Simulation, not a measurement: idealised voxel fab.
Process module, titled voxel local oxidation
The cross-section shown here is cut; it is 205 nm wide and divided into square cells measuring 5 nm on a side.
In what follows, cross-sections appear as grids of square cells, described through bands that run from the top down, where every band is one or more rows of cells.
First you get the band's top height and its bottom height, in nm, and then the materials it's made of, left to right, with each width in nm. If you see a single material with "all across", that one covers the band edge to edge. "empty" is empty space.
Heights are expressed relative to 0, this being the level below which the as-received wafer comprises one material exclusively. The lowest band is unbounded in the downward direction and is denoted as in "z 0 and below".
Per-row width for "30 to 40": begins at first number (top row of band), ends at second number (bottom row), increment between rows held constant.
Step marked "no alteration"? Then no cell in the cross-section changed in it.
This entry, "Entrapped voids", enumerates those empty regions of no fewer than 8 cells that possess no open connection to the top. Each region is reported in the form width x height at distance, the distance being taken from the left edge, with all three quantities expressed in nm.
Read whatever lies past the settings on a step's line as the simulator's own remark about the step.
overlay nm: mask offset rightward from planned place, masked step; negative means leftward offset.

### Process steps (planned)
1) op RECEIVE | material Si
2) op OXIDIZE | depth nm 5
3) op CONFORMAL_DEP | material SiN | thk nm 15
4) op DIRECTIONAL_DEP | material aC | thk nm 15
5) op PATTERN | tone cover | mask id ACTIVE | material resist | width nm 130 | thk nm 35 | overlay nm 0
6) op DIRECTIONAL_ETCH | etch materials aC | depth nm 15
7) op STRIP | etch materials resist
8) op DIRECTIONAL_ETCH | etch materials SiN | depth nm 15
9) op STRIP | etch materials aC
10) op SELECTIVE_ETCH | etch materials SiO2 | depth nm 5
11) op OXIDIZE | depth nm 15
12) op STRIP | etch materials SiN

### First wafer of two (run as planned)

### Wafer cross-section on receipt, i.e. after step 1
* z 0 and below: Si all across
* Entrapped voids: none

### Wafer after step 2 (cross-section)
* z 0 to -5: SiO2 all across
* At heights below -5, the structure remains unaltered.

### Wafer after step 3 (cross-section)
* z 15 to 0: SiN all across
* At heights below 0, the structure remains unaltered.

### Wafer after step 4 (cross-section)
* z 30 to 15: aC all across
* At heights below 15, the structure remains unaltered.

### Wafer after step 5 (cross-section)
* z 65 to 30: empty: 35; resist: 130; empty: 40
* At heights below 30, the structure remains unaltered.

### Wafer after step 6 (cross-section)
* z 50 to 30: empty: 35; resist: 130; empty: 40
* z 30 to 15: empty: 35; aC: 130; empty: 40
* At heights below 15, the structure remains unaltered.

### Wafer after step 7 (cross-section)
* z 30 to 15: empty: 35; aC: 130; empty: 40
* At heights below 15, the structure remains unaltered.

### Wafer after step 8 (cross-section)
* z 30 to 15: empty: 35; aC: 130; empty: 40
* z 15 to 0: empty: 35; SiN: 130; empty: 40
* At heights below 0, the structure remains unaltered.

### Wafer after step 9 (cross-section)
* z 15 to 0: empty: 35; SiN: 130; empty: 40
* At heights below 0, the structure remains unaltered.

### Wafer after step 10 (cross-section)
* z 15 to 0: empty: 35; SiN: 130; empty: 40
* z 0 to -5: empty: 40; SiO2: 120; empty: 45
* At heights below -5, the structure remains unaltered.

### Wafer after step 11 (cross-section)
* z 15 to 0: empty: 35; SiN: 130; empty: 40
* z 0 to -5: empty: 40; SiO2: 120; empty: 45
* z -5 to -20: SiO2: 55; Si: 90; SiO2: 60
* At heights below -20, the structure remains unaltered.

### Wafer after step 12 (cross-section)
* z 0 to -5: empty: 40; SiO2: 120; empty: 45
* At heights below -5, the structure remains unaltered.

### Wafer two. Identical start, identical plan. One mistake in execution. Identical history through step 4

### Cross-section of the second wafer when, according to plan, step 5 should have finished
* z 65 to 30: resist: 35; empty: 130; resist: 40
* At heights below 30, the structure remains unaltered.

### Cross-section of the second wafer when, according to plan, step 6 should have finished
* z 50 to 30: resist: 35; empty: 130; resist: 40
* z 30 to 15: aC: 35; empty: 130; aC: 40
* At heights below 15, the structure remains unaltered.

### Cross-section of the second wafer when, according to plan, step 7 should have finished
* z 30 to 15: aC: 35; empty: 130; aC: 40
* At heights below 15, the structure remains unaltered.

### Cross-section of the second wafer when, according to plan, step 8 should have finished
* z 30 to 15: aC: 35; empty: 130; aC: 40
* z 15 to 0: SiN: 35; empty: 130; SiN: 40
* At heights below 0, the structure remains unaltered.

### Cross-section of the second wafer when, according to plan, step 9 should have finished
* z 15 to 0: SiN: 35; empty: 130; SiN: 40
* At heights below 0, the structure remains unaltered.

### Cross-section of the second wafer when, according to plan, step 10 should have finished
* z 15 to 0: SiN: 35; empty: 130; SiN: 40
* z 0 to -5: SiO2: 30; empty: 140; SiO2: 35
* At heights below -5, the structure remains unaltered.

### Cross-section of the second wafer when, according to plan, step 11 should have finished
* z 15 to 0: SiN: 35; empty: 130; SiN: 40
* z 0 to -5: SiO2: 30; empty: 140; SiO2: 35
* z -5 to -20: Si: 15; SiO2: 170; Si: 20
* At heights below -20, the structure remains unaltered.

### Cross-section of the second wafer when, according to plan, step 12 should have finished
* z 0 to -5: SiO2: 30; empty: 140; SiO2: 35
* At heights below -5, the structure remains unaltered.
Heads up, the wafer didn't run the way we planned it: step 5 did not happen as planned, as run it was op PATTERN | tone open | mask id ACTIVE | material resist | width nm 130 | thk nm 35 | overlay nm 0
The closing comparison, in cells, has the second wafer with more or fewer of some materials than the first: -33 Si; +22 SiO2
